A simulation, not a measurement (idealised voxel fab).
Title: Process Module voxel double patterning
Section cut is 155 nm wide and gridded with 5 nm square cells.
This document writes a cross-section as a grid whose cells are square, and gives it as bands, listed from the top down; one or more rows of cells form a band.
Heights first: top, then bottom, in nm. Then materials, left to right, each with a width in nm. "full width" on a single material: fills the band edge to edge. "air": empty space.
Basically, 0 is our baseline, since under it the wafer straight out of the box is all one material. The bottom band has no lower end and keeps on going down, so it looks like "0 nm and below".
Read "30 to 40" as a graded width: first number on top, second number at the bottom, same change between each pair of neighbouring rows.
"remained unchanged" -> step changed no cross-section cell.
"Completely sealed voids": sealed empty spaces, 8 cells or more, no open way to top, listed width x height at distance, with distance from the left edge and width, height and distance in nm.
Heads up: the bit after the settings on a step's line is the simulator's remark on that step.
Regarding "overlay nm": on a step with a mask, it is the distance the mask lay to the right of its planned place; a negative value places it to the left.

List of planned process steps:
step 1: RECEIVE, material Si
step 2: CONFORMAL_DEP, material SiO2, thk nm 10
step 3: DIRECTIONAL_DEP, material TiN, thk nm 15
step 4: DIRECTIONAL_DEP, material SiCN, thk nm 10
step 5: DIRECTIONAL_DEP, material aC, thk nm 15
step 6: PATTERN, tone open, mask id FIRST, material resist, width nm 15, pitch nm 50, thk nm 35, overlay nm 0
step 7: DIRECTIONAL_ETCH, etch materials aC, depth nm 15
step 8: STRIP, etch materials resist
step 9: DIRECTIONAL_ETCH, etch materials SiCN, depth nm 10
step 10: STRIP, etch materials aC
step 11: MASKED_ETCH, tone open, mask id SECOND, width nm 15, pitch nm 50, etch materials SiCN, depth nm 10, overlay nm 0
step 12: DIRECTIONAL_ETCH, etch materials TiN, depth nm 15
step 13: STRIP, etch materials SiCN

Incoming wafer in cross-section (state: after step 1):
0 nm and below | Si full width
Completely sealed voids: none

Wafer at module end, in section. Began as above, planned as above, run with one mistake:
15 nm to 0 nm | TiN 20 nm / air 15 nm / TiN 10 nm / air 15 nm / TiN 10 nm / air 15 nm / TiN 10 nm / air 15 nm / TiN 10 nm / air 15 nm / TiN 20 nm
0 nm and below | Si full width
Completely sealed voids: none
What broke from the plan during processing? step 2 of the plan was bypassed and not carried out
